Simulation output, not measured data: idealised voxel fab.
Process module in this document: voxel self aligned vias
For reference, the cross-section in this document is cut, with width 225 nm and square cells of 5 nm.
Cross-section, as written here: a square-cell grid given band by band from the top down, where a band holds one or more rows of cells. Band entry format. Leading values: height of top, height of bottom, nm. Remainder: materials in left-to-right order, each with its width in nm. Special words: "everywhere" on a single material, which then fills the band edge to edge; "empty", empty space. It should be noted that heights are counted from 0, beneath which the wafer as supplied is of one material throughout, and that the lowest band possesses no lower boundary but continues downward, as written in "0..down". Think of "30..40" as a width that walks from the first number to the second as you go down the band, top row to bottom row, taking equal-sized steps from row to row. "remained the same" -> step changed no cross-section cell. So "Trapped voids" is basically the list of trapped voids: any empty space of 8 cells or more that can't reach the top through an opening. They're written width x height at distance, the distance being from the left edge, and it's all nm. Post-settings text on a step line: simulator's own remark regarding the step. A step's line can hold "overlay nm"; with a mask on that step, the setting says how far right of the planned place the mask lay, while a negative setting says it lay to the left.
## These are the steps we planned for the process
1: op RECEIVE | material Si
2: op CONFORMAL_DEP | material SiO2 | thk nm 10
3: op CONFORMAL_DEP | material SiCN | thk nm 5
4: op DIRECTIONAL_DEP | material lowk | thk nm 30
5: op MASKED_ETCH | tone open | mask id LINES | width nm 30 | pitch nm 70 | etch materials lowk | depth nm 30 | overlay nm 0
6: op CONFORMAL_DEP | material TiN | thk nm 5
7: op FILL_DEP | material W | thk nm 10
8: op CMP | height nm 45
9: op SELECTIVE_ETCH | etch materials W Ru TiN | depth nm 10
10: op FILL_DEP | material SiN | thk nm 10
11: op CMP | height nm 45
12: op DIRECTIONAL_DEP | material lowk | thk nm 15
13: op MASKED_ETCH | tone open | mask id VIAS | width nm 40 | pitch nm 70 | etch materials lowk | depth nm 15 | overlay nm 0
14: op MASKED_ETCH | tone open | mask id VIAS | width nm 40 | pitch nm 70 | etch materials SiN | depth nm 10 | overlay nm 0
15: op CONFORMAL_DEP | material TiN | thk nm 5
16: op FILL_DEP | material W | thk nm 5
17: op CMP | height nm 60
18: op CONFORMAL_DEP | material SiCN | thk nm 5
## Cross-sectional view of the wafer in its as-received condition, corresponding to the state after step 1
0..down = Si everywhere
Trapped voids: none
## End state of the module in cross-section, given the above starting point and plan and one mistake in execution
65..60 = SiCN everywhere
60..50 = lowk 55 nm  TiN 5 nm  W 30 nm  TiN 5 nm  lowk 30 nm  TiN 5 nm  W 30 nm  TiN 5 nm  lowk 60 nm
50..40 = lowk 55..60 nm  TiN 10..5 nm  W 25 nm  TiN 5 nm  lowk 30..35 nm  TiN 10..5 nm  W 25 nm  TiN 5 nm  lowk 60 nm
40..35 = lowk 60 nm  TiN 35 nm  lowk 35 nm  TiN 35 nm  lowk 60 nm
35..20 = lowk 60 nm  TiN 5 nm  W 25 nm  TiN 5 nm  lowk 35 nm  TiN 5 nm  W 25 nm  TiN 5 nm  lowk 60 nm
20..15 = lowk 60 nm  TiN 35 nm  lowk 35 nm  TiN 35 nm  lowk 60 nm
15..10 = SiCN everywhere
10..0 = SiO2 everywhere
0..down = Si everywhere
Trapped voids: none
What went wrong in running the wafer? note that step 5 departed from the planned setting and was carried out as op MASKED_ETCH | tone open | mask id LINES | width nm 35 | pitch nm 70 | etch materials lowk | depth nm 30 | overlay nm 0
